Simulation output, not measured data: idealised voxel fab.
You're looking at the process module voxel self aligned vias.
We display cut, a cross-section 185 nm in width whose square cells are each 5 nm.
When this document writes out a cross-section, it uses a grid of square cells and lists it as bands, beginning at the top and moving down, with a band standing for one or more rows of cells. This entry defines a band. It first specifies the height of the band's top and the height of its bottom in nm, and then specifies the band's materials from left to right, stating each material with its width in nm. The word "full width" identifies a single material that fills the band from edge to edge, while the word "empty" identifies empty space. Where do heights start? At 0: under that level the wafer as delivered is made of one material only. And the lowest band has no floor; it just carries on downward, as in "0 nm and below". A two-number width, for instance "30..40", indicates that the width is equal to the first number in the top row of the band and to the second number in the bottom row, and that it changes by a constant amount per row of cells. Given "nothing changed" for a step, no cell of the cross-section differs between before and after that step. So "Tabulated closed voids" is basically the list of trapped voids: any empty space of 8 cells or more that can't reach the top through an opening. They're written width x height at distance, the distance being from the left edge, and it's all nm. Formally, on a step line, whatever follows the settings is a remark that the simulator itself makes on the step. overlay nm: where the mask lay relative to plan, measured to the right, on steps with a mask; negatives go left.
### Process steps - plan
| 1 | RECEIVE | material Si |
| 2 | CONFORMAL_DEP | material SiO2 | thk nm 15 |
| 3 | CONFORMAL_DEP | material SiCN | thk nm 5 |
| 4 | DIRECTIONAL_DEP | material lowk | thk nm 30 |
| 5 | PATTERN | tone open | mask id LINES | material resist | width nm 20 | pitch nm 60 | thk nm 15 | overlay nm 0 |
| 6 | DIRECTIONAL_ETCH | etch materials lowk | depth nm 30 |
| 7 | STRIP | etch materials resist |
| 8 | CONFORMAL_DEP | material TiN | thk nm 5 |
| 9 | FILL_DEP | material Ru | thk nm 10 |
| 10 | CMP | height nm 50 |
| 11 | SELECTIVE_ETCH | etch materials W Ru TiN | depth nm 10 |
| 12 | FILL_DEP | material SiN | thk nm 10 |
| 13 | CMP | height nm 50 |
| 14 | DIRECTIONAL_DEP | material lowk | thk nm 15 |
| 15 | PATTERN | tone open | mask id VIAS | material resist | width nm 30 | pitch nm 60 | thk nm 20 | overlay nm 0 |
| 16 | DIRECTIONAL_ETCH | etch materials lowk | depth nm 15 |
| 17 | DIRECTIONAL_ETCH | etch materials SiN | depth nm 10 |
| 18 | STRIP | etch materials resist |
| 19 | CONFORMAL_DEP | material TiN | thk nm 5 |
| 20 | FILL_DEP | material Ru | thk nm 5 |
| 21 | CMP | height nm 65 |
| 22 | CONFORMAL_DEP | material SiN | thk nm 5 |
### Cross-section of the wafer at receipt, which is the condition after step 1
* 0 nm and below | Si full width
* Tabulated closed voids: none
### Wafer at module end, in section. Began as above, planned as above, run with one mistake
* 70 nm to 65 nm | SiN full width
* 65 nm to 50 nm | lowk (15), TiN (5), Ru (20), TiN (5), lowk (30), TiN (5), Ru (20), TiN (5), lowk (30), TiN (5), Ru (20), TiN (5), lowk (20)
* 50 nm to 45 nm | SiN (15), TiN (5), Ru (20), TiN (5), SiN (30), TiN (5), Ru (20), TiN (5), SiN (30), TiN (5), Ru (20), TiN (5), SiN (20)
* 45 nm to 40 nm | SiN (15), TiN (30), SiN (30), TiN (30), SiN (30), TiN (30), SiN (20)
* 40 nm to 15 nm | lowk (20), TiN (5), Ru (10), TiN (5), lowk (40), TiN (5), Ru (10), TiN (5), lowk (40), TiN (5), Ru (10), TiN (5), lowk (25)
* 15 nm to 10 nm | lowk (20), TiN (20), lowk (40), TiN (20), lowk (40), TiN (20), lowk (25)
* 10 nm to 5 nm | SiCN full width
* 5 nm to 0 nm | SiO2 full width
* 0 nm and below | Si full width
* Tabulated closed voids: none
Against the plan, the run slipped here: so step 2 ended up running with a different setting than we planned, it ran as CONFORMAL_DEP | material SiO2 | thk nm 5
